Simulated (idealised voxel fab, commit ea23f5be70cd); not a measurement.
process module | voxel ribs on slabs
cross-section cut | 195 nm wide | cells 5 nm
A cross-section is a grid of square cells, given in bands from the top down. A band is one or more rows of cells.
Each band's line starts with the height of the band's top and of its bottom, in nm. Then come its materials from left to right, each with its width in nm. One material with "throughout" fills the band from edge to edge. "air" is empty space.
Height 0 is the level under which the wafer as received is all one material. The lowest band goes on downwards, as in "0 down".
A width such as "30 to 40" changes by the same amount from each row of cells to the next, from the band's top row to its bottom row.
"no change" after a step means that no cell of the cross-section changed.
closed voids: empty space of 8 cells or more with no open way to the top, each as width x height at its distance from the left edge, in nm
after a step's settings: what the simulator itself notes on the step
overlay nm, on a step with a mask: how far to the right of its planned place the mask lay; to the left if negative
plan
1 op RECEIVE | material Si
2 op DIRECTIONAL_DEP | material SiO2 | thk nm 20
3 op DIRECTIONAL_DEP | material SiN | thk nm 20
4 op PATTERN | tone cover | mask id RIB | material resist | width nm 30 | thk nm 20 | overlay nm 0
5 op DIRECTIONAL_ETCH | etch materials SiN | depth nm 10
6 op STRIP | etch materials resist
7 op PATTERN | tone cover | mask id SLAB | material resist | width nm 60 | thk nm 15 | overlay nm 0
8 op DIRECTIONAL_ETCH | etch materials SiN | depth nm 10
9 op STRIP | etch materials resist
10 op FILL_DEP | material SiO2 | thk nm 25
11 op CMP | height nm 55
12 op DIRECTIONAL_DEP | material W | thk nm 5
13 op PATTERN | tone cover | mask id HEATER | material resist | width nm 40 | thk nm 20 | overlay nm 0
14 op DIRECTIONAL_ETCH | etch materials W | depth nm 5
15 op STRIP | etch materials resist
16 op CONFORMAL_DEP | material SiN | thk nm 5
as received, after step 1
  0 down: Si throughout
  closed voids: none
first wafer at the end, as planned
  65 to 60: air 70 | SiN 50 | air 75
  60 to 55: SiN 75 | W 40 | SiN 80
  55 to 40: SiO2 throughout
  40 to 30: SiO2 80 | SiN 30 | SiO2 85
  30 to 20: SiO2 65 | SiN 60 | SiO2 70
  20 to 0: SiO2 throughout
  0 down: Si throughout
  closed voids: none
second wafer at the end: like start, like plan, one mistake
  65 to 60: SiN 80 | air 30 | SiN 85
  60 to 55: W 75 | SiN 40 | W 80
  55 to 40: SiO2 throughout
  40 to 30: SiO2 80 | SiN 30 | SiO2 85
  30 to 20: SiO2 65 | SiN 60 | SiO2 70
  20 to 0: SiO2 throughout
  0 down: Si throughout
  closed voids: none
what went wrong: step 13 ran as: op PATTERN | tone open | mask id HEATER | material resist | width nm 40 | thk nm 20 | overlay nm 0
at the end the second wafer has, in cells: 23 more of W
